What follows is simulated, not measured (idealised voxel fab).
process module | voxel wiring stack
cross-section cut | 190 nm wide | cells 5 nm
A cross-section is a grid of square cells, given in bands from the top down. A band is one or more rows of cells.
Each band's line starts with the height of the band's top and of its bottom, in nm. Then come its materials from left to right, each with its width in nm. One material with "throughout" fills the band from edge to edge. "air" is empty space.
Height 0 is the level under which the wafer as received is all one material. The lowest band goes on downwards, as in "0 down".
A width such as "30 to 40" changes by the same amount from each row of cells to the next, from the band's top row to its bottom row.
"no change" after a step means that no cell of the cross-section changed.
closed voids: empty space of 8 cells or more with no open way to the top, each as width x height at its distance from the left edge, in nm
after a step's settings: what the simulator itself notes on the step
overlay nm, on a step with a mask: how far to the right of its planned place the mask lay; to the left if negative
plan
1 op RECEIVE | material Si
2 op CONFORMAL_DEP | material SiO2 | thk nm 10
3 op CONFORMAL_DEP | material SiCN | thk nm 5
4 op DIRECTIONAL_DEP | material SiO2 | thk nm 20
5 op DIRECTIONAL_DEP | material aC | thk nm 10
6 op PATTERN | tone open | mask id METAL_1 | material resist | width nm 20 | pitch nm 40 | thk nm 30 | overlay nm 0
7 op DIRECTIONAL_ETCH | etch materials aC | depth nm 10
8 op STRIP | etch materials resist
9 op DIRECTIONAL_ETCH | etch materials SiO2 | depth nm 20
10 op DIRECTIONAL_ETCH | etch materials SiCN | depth nm 5
11 op STRIP | etch materials aC
12 op CONFORMAL_DEP | material TiN | thk nm 5
13 op FILL_DEP | material Cu | thk nm 5
14 op CMP | height nm 35
15 op CONFORMAL_DEP | material SiCN | thk nm 5
16 op DIRECTIONAL_DEP | material SiO2 | thk nm 30
17 op DIRECTIONAL_DEP | material aC | thk nm 10
18 op PATTERN | tone open | mask id METAL_2 | material resist | width nm 20 | pitch nm 40 | thk nm 30 | overlay nm 0
19 op DIRECTIONAL_ETCH | etch materials aC | depth nm 10
20 op STRIP | etch materials resist
21 op DIRECTIONAL_ETCH | etch materials SiO2 | depth nm 15
22 op STRIP | etch materials aC
23 op PATTERN | tone open | mask id METAL_2_HOLES | material resist | width nm 15 | pitch nm 80 | thk nm 20 | overlay nm 0
24 op DIRECTIONAL_ETCH | etch materials SiO2 | depth nm 15
25 op DIRECTIONAL_ETCH | etch materials SiCN | depth nm 5
26 op STRIP | etch materials resist
27 op CONFORMAL_DEP | material TiN | thk nm 5
28 op FILL_DEP | material Ru | thk nm 10
29 op CMP | height nm 70
30 op CONFORMAL_DEP | material SiN | thk nm 5
first wafer, as planned
as received, after step 1
  0 down: Si throughout
  closed voids: none
after step 2
  10 to 0: SiO2 throughout
  below 0: unchanged
after step 3
  15 to 10: SiCN throughout
  below 10: unchanged
after step 4
  35 to 15: SiO2 throughout
  below 15: unchanged
after step 5
  45 to 35: aC throughout
  below 35: unchanged
after step 6
  75 to 45: resist 25 | air 20 | resist 20 | air 20 | resist 20 | air 20 | resist 20 | air 20 | resist 25
  below 45: unchanged
after step 7
  65 to 45: resist 25 | air 20 | resist 20 | air 20 | resist 20 | air 20 | resist 20 | air 20 | resist 25
  45 to 35: aC 25 | air 20 | aC 20 | air 20 | aC 20 | air 20 | aC 20 | air 20 | aC 25
  below 35: unchanged
after step 8
  45 to 35: aC 25 | air 20 | aC 20 | air 20 | aC 20 | air 20 | aC 20 | air 20 | aC 25
  below 35: unchanged
after step 9
  45 to 35: aC 25 | air 20 | aC 20 | air 20 | aC 20 | air 20 | aC 20 | air 20 | aC 25
  35 to 15: SiO2 25 | air 20 | SiO2 20 | air 20 | SiO2 20 | air 20 | SiO2 20 | air 20 | SiO2 25
  below 15: unchanged
after step 10
  45 to 35: aC 25 | air 20 | aC 20 | air 20 | aC 20 | air 20 | aC 20 | air 20 | aC 25
  35 to 15: SiO2 25 | air 20 | SiO2 20 | air 20 | SiO2 20 | air 20 | SiO2 20 | air 20 | SiO2 25
  15 to 10: SiCN 25 | air 20 | SiCN 20 | air 20 | SiCN 20 | air 20 | SiCN 20 | air 20 | SiCN 25
  below 10: unchanged
after step 11
  35 to 15: SiO2 25 | air 20 | SiO2 20 | air 20 | SiO2 20 | air 20 | SiO2 20 | air 20 | SiO2 25
  below 15: unchanged
after step 12
  40 to 35: TiN 30 | air 10 | TiN 30 | air 10 | TiN 30 | air 10 | TiN 30 | air 10 | TiN 30
  35 to 15: SiO2 25 | TiN 5 | air 10 | TiN 5 | SiO2 20 | TiN 5 | air 10 | TiN 5 | SiO2 20 | TiN 5 | air 10 | TiN 5 | SiO2 20 | TiN 5 | air 10 | TiN 5 | SiO2 25
  15 to 10: SiCN 25 | TiN 20 | SiCN 20 | TiN 20 | SiCN 20 | TiN 20 | SiCN 20 | TiN 20 | SiCN 25
  below 10: unchanged
after step 13
  45 to 40: Cu throughout
  40 to 35: TiN 30 | Cu 10 | TiN 30 | Cu 10 | TiN 30 | Cu 10 | TiN 30 | Cu 10 | TiN 30
  35 to 15: SiO2 25 | TiN 5 | Cu 10 | TiN 5 | SiO2 20 | TiN 5 | Cu 10 | TiN 5 | SiO2 20 | TiN 5 | Cu 10 | TiN 5 | SiO2 20 | TiN 5 | Cu 10 | TiN 5 | SiO2 25
  below 15: unchanged
after step 14
  35 to 15: SiO2 25 | TiN 5 | Cu 10 | TiN 5 | SiO2 20 | TiN 5 | Cu 10 | TiN 5 | SiO2 20 | TiN 5 | Cu 10 | TiN 5 | SiO2 20 | TiN 5 | Cu 10 | TiN 5 | SiO2 25
  below 15: unchanged
after step 15
  40 to 35: SiCN throughout
  below 35: unchanged
after step 16
  70 to 40: SiO2 throughout
  below 40: unchanged
after step 17
  80 to 70: aC throughout
  below 70: unchanged
after step 18
  110 to 80: resist 25 | air 20 | resist 20 | air 20 | resist 20 | air 20 | resist 20 | air 20 | resist 25
  below 80: unchanged
after step 19
  100 to 80: resist 25 | air 20 | resist 20 | air 20 | resist 20 | air 20 | resist 20 | air 20 | resist 25
  80 to 70: aC 25 | air 20 | aC 20 | air 20 | aC 20 | air 20 | aC 20 | air 20 | aC 25
  below 70: unchanged
after step 20
  80 to 70: aC 25 | air 20 | aC 20 | air 20 | aC 20 | air 20 | aC 20 | air 20 | aC 25
  below 70: unchanged
after step 21
  80 to 70: aC 25 | air 20 | aC 20 | air 20 | aC 20 | air 20 | aC 20 | air 20 | aC 25
  70 to 55: SiO2 25 | air 20 | SiO2 20 | air 20 | SiO2 20 | air 20 | SiO2 20 | air 20 | SiO2 25
  below 55: unchanged
after step 22
  70 to 55: SiO2 25 | air 20 | SiO2 20 | air 20 | SiO2 20 | air 20 | SiO2 20 | air 20 | SiO2 25
  below 55: unchanged
after step 23
  90 to 70: resist 25 | air 15 | resist 65 | air 15 | resist 70
  70 to 55: SiO2 25 | air 15 | resist 5 | SiO2 20 | resist 20 | SiO2 20 | air 15 | resist 5 | SiO2 20 | resist 20 | SiO2 25
  below 55: unchanged
after step 24
  90 to 70: resist 25 | air 15 | resist 65 | air 15 | resist 70
  70 to 55: SiO2 25 | air 15 | resist 5 | SiO2 20 | resist 20 | SiO2 20 | air 15 | resist 5 | SiO2 20 | resist 20 | SiO2 25
  55 to 40: SiO2 25 | air 15 | SiO2 65 | air 15 | SiO2 70
  below 40: unchanged
after step 25
  90 to 70: resist 25 | air 15 | resist 65 | air 15 | resist 70
  70 to 55: SiO2 25 | air 15 | resist 5 | SiO2 20 | resist 20 | SiO2 20 | air 15 | resist 5 | SiO2 20 | resist 20 | SiO2 25
  55 to 40: SiO2 25 | air 15 | SiO2 65 | air 15 | SiO2 70
  40 to 35: SiCN 25 | air 15 | SiCN 65 | air 15 | SiCN 70
  below 35: unchanged
after step 26
  70 to 55: SiO2 25 | air 20 | SiO2 20 | air 20 | SiO2 20 | air 20 | SiO2 20 | air 20 | SiO2 25
  below 55: unchanged
after step 27
  75 to 70: TiN 30 | air 10 | TiN 30 | air 10 | TiN 30 | air 10 | TiN 30 | air 10 | TiN 30
  70 to 60: SiO2 25 | TiN 5 | air 10 | TiN 5 | SiO2 20 | TiN 5 | air 10 | TiN 5 | SiO2 20 | TiN 5 | air 10 | TiN 5 | SiO2 20 | TiN 5 | air 10 | TiN 5 | SiO2 25
  60 to 55: SiO2 25 | TiN 5 | air 5 | TiN 10 | SiO2 20 | TiN 20 | SiO2 20 | TiN 5 | air 5 | TiN 10 | SiO2 20 | TiN 20 | SiO2 25
  55 to 40: SiO2 25 | TiN 5 | air 5 | TiN 5 | SiO2 65 | TiN 5 | air 5 | TiN 5 | SiO2 70
  40 to 35: SiCN 25 | TiN 15 | SiCN 65 | TiN 15 | SiCN 70
  below 35: unchanged
after step 28
  85 to 75: Ru throughout
  75 to 70: TiN 30 | Ru 10 | TiN 30 | Ru 10 | TiN 30 | Ru 10 | TiN 30 | Ru 10 | TiN 30
  70 to 60: SiO2 25 | TiN 5 | Ru 10 | TiN 5 | SiO2 20 | TiN 5 | Ru 10 | TiN 5 | SiO2 20 | TiN 5 | Ru 10 | TiN 5 | SiO2 20 | TiN 5 | Ru 10 | TiN 5 | SiO2 25
  60 to 55: SiO2 25 | TiN 5 | Ru 5 | TiN 10 | SiO2 20 | TiN 20 | SiO2 20 | TiN 5 | Ru 5 | TiN 10 | SiO2 20 | TiN 20 | SiO2 25
  55 to 40: SiO2 25 | TiN 5 | Ru 5 | TiN 5 | SiO2 65 | TiN 5 | Ru 5 | TiN 5 | SiO2 70
  below 40: unchanged
after step 29
  70 to 60: SiO2 25 | TiN 5 | Ru 10 | TiN 5 | SiO2 20 | TiN 5 | Ru 10 | TiN 5 | SiO2 20 | TiN 5 | Ru 10 | TiN 5 | SiO2 20 | TiN 5 | Ru 10 | TiN 5 | SiO2 25
  below 60: unchanged
after step 30
  75 to 70: SiN throughout
  below 70: unchanged
second wafer: like start, like plan, one mistake. Through step 17 it matches the first wafer
when step 18 should have ended
  110 to 80: resist 20 | air 20 | resist 20 | air 20 | resist 20 | air 20 | resist 20 | air 20 | resist 30
  below 80: unchanged
when step 19 should have ended
  100 to 80: resist 20 | air 20 | resist 20 | air 20 | resist 20 | air 20 | resist 20 | air 20 | resist 30
  80 to 70: aC 20 | air 20 | aC 20 | air 20 | aC 20 | air 20 | aC 20 | air 20 | aC 30
  below 70: unchanged
when step 20 should have ended
  80 to 70: aC 20 | air 20 | aC 20 | air 20 | aC 20 | air 20 | aC 20 | air 20 | aC 30
  below 70: unchanged
when step 21 should have ended
  80 to 70: aC 20 | air 20 | aC 20 | air 20 | aC 20 | air 20 | aC 20 | air 20 | aC 30
  70 to 55: SiO2 20 | air 20 | SiO2 20 | air 20 | SiO2 20 | air 20 | SiO2 20 | air 20 | SiO2 30
  below 55: unchanged
when step 22 should have ended
  70 to 55: SiO2 20 | air 20 | SiO2 20 | air 20 | SiO2 20 | air 20 | SiO2 20 | air 20 | SiO2 30
  below 55: unchanged
when step 23 should have ended
  90 to 70: resist 25 | air 15 | resist 65 | air 15 | resist 70
  70 to 55: SiO2 20 | resist 5 | air 15 | SiO2 20 | resist 20 | SiO2 20 | resist 5 | air 15 | SiO2 20 | resist 20 | SiO2 30
  below 55: unchanged
when step 24 should have ended
  90 to 70: resist 25 | air 15 | resist 65 | air 15 | resist 70
  70 to 55: SiO2 20 | resist 5 | air 15 | SiO2 20 | resist 20 | SiO2 20 | resist 5 | air 15 | SiO2 20 | resist 20 | SiO2 30
  55 to 40: SiO2 25 | air 15 | SiO2 65 | air 15 | SiO2 70
  below 40: unchanged
when step 25 should have ended
  90 to 70: resist 25 | air 15 | resist 65 | air 15 | resist 70
  70 to 55: SiO2 20 | resist 5 | air 15 | SiO2 20 | resist 20 | SiO2 20 | resist 5 | air 15 | SiO2 20 | resist 20 | SiO2 30
  55 to 40: SiO2 25 | air 15 | SiO2 65 | air 15 | SiO2 70
  40 to 35: SiCN 25 | air 15 | SiCN 65 | air 15 | SiCN 70
  below 35: unchanged
when step 26 should have ended
  70 to 55: SiO2 20 | air 20 | SiO2 20 | air 20 | SiO2 20 | air 20 | SiO2 20 | air 20 | SiO2 30
  below 55: unchanged
when step 27 should have ended
  75 to 70: TiN 25 | air 10 | TiN 30 | air 10 | TiN 30 | air 10 | TiN 30 | air 10 | TiN 35
  70 to 60: SiO2 20 | TiN 5 | air 10 | TiN 5 | SiO2 20 | TiN 5 | air 10 | TiN 5 | SiO2 20 | TiN 5 | air 10 | TiN 5 | SiO2 20 | TiN 5 | air 10 | TiN 5 | SiO2 30
  60 to 55: SiO2 20 | TiN 10 | air 5 | TiN 5 | SiO2 20 | TiN 20 | SiO2 20 | TiN 10 | air 5 | TiN 5 | SiO2 20 | TiN 20 | SiO2 30
  55 to 40: SiO2 25 | TiN 5 | air 5 | TiN 5 | SiO2 65 | TiN 5 | air 5 | TiN 5 | SiO2 70
  40 to 35: SiCN 25 | TiN 15 | SiCN 65 | TiN 15 | SiCN 70
  below 35: unchanged
when step 28 should have ended
  85 to 75: Ru throughout
  75 to 70: TiN 25 | Ru 10 | TiN 30 | Ru 10 | TiN 30 | Ru 10 | TiN 30 | Ru 10 | TiN 35
  70 to 60: SiO2 20 | TiN 5 | Ru 10 | TiN 5 | SiO2 20 | TiN 5 | Ru 10 | TiN 5 | SiO2 20 | TiN 5 | Ru 10 | TiN 5 | SiO2 20 | TiN 5 | Ru 10 | TiN 5 | SiO2 30
  60 to 55: SiO2 20 | TiN 10 | Ru 5 | TiN 5 | SiO2 20 | TiN 20 | SiO2 20 | TiN 10 | Ru 5 | TiN 5 | SiO2 20 | TiN 20 | SiO2 30
  55 to 40: SiO2 25 | TiN 5 | Ru 5 | TiN 5 | SiO2 65 | TiN 5 | Ru 5 | TiN 5 | SiO2 70
  below 40: unchanged
when step 29 should have ended
  70 to 60: SiO2 20 | TiN 5 | Ru 10 | TiN 5 | SiO2 20 | TiN 5 | Ru 10 | TiN 5 | SiO2 20 | TiN 5 | Ru 10 | TiN 5 | SiO2 20 | TiN 5 | Ru 10 | TiN 5 | SiO2 30
  below 60: unchanged
when step 30 should have ended
  75 to 70: SiN throughout
  below 70: unchanged
what went wrong: step 18 ran as: op PATTERN | tone open | mask id METAL_2 | material resist | width nm 20 | pitch nm 40 | thk nm 30 | overlay nm -5
at the end the second wafer has, in cells: as many of each material as the first, in other places
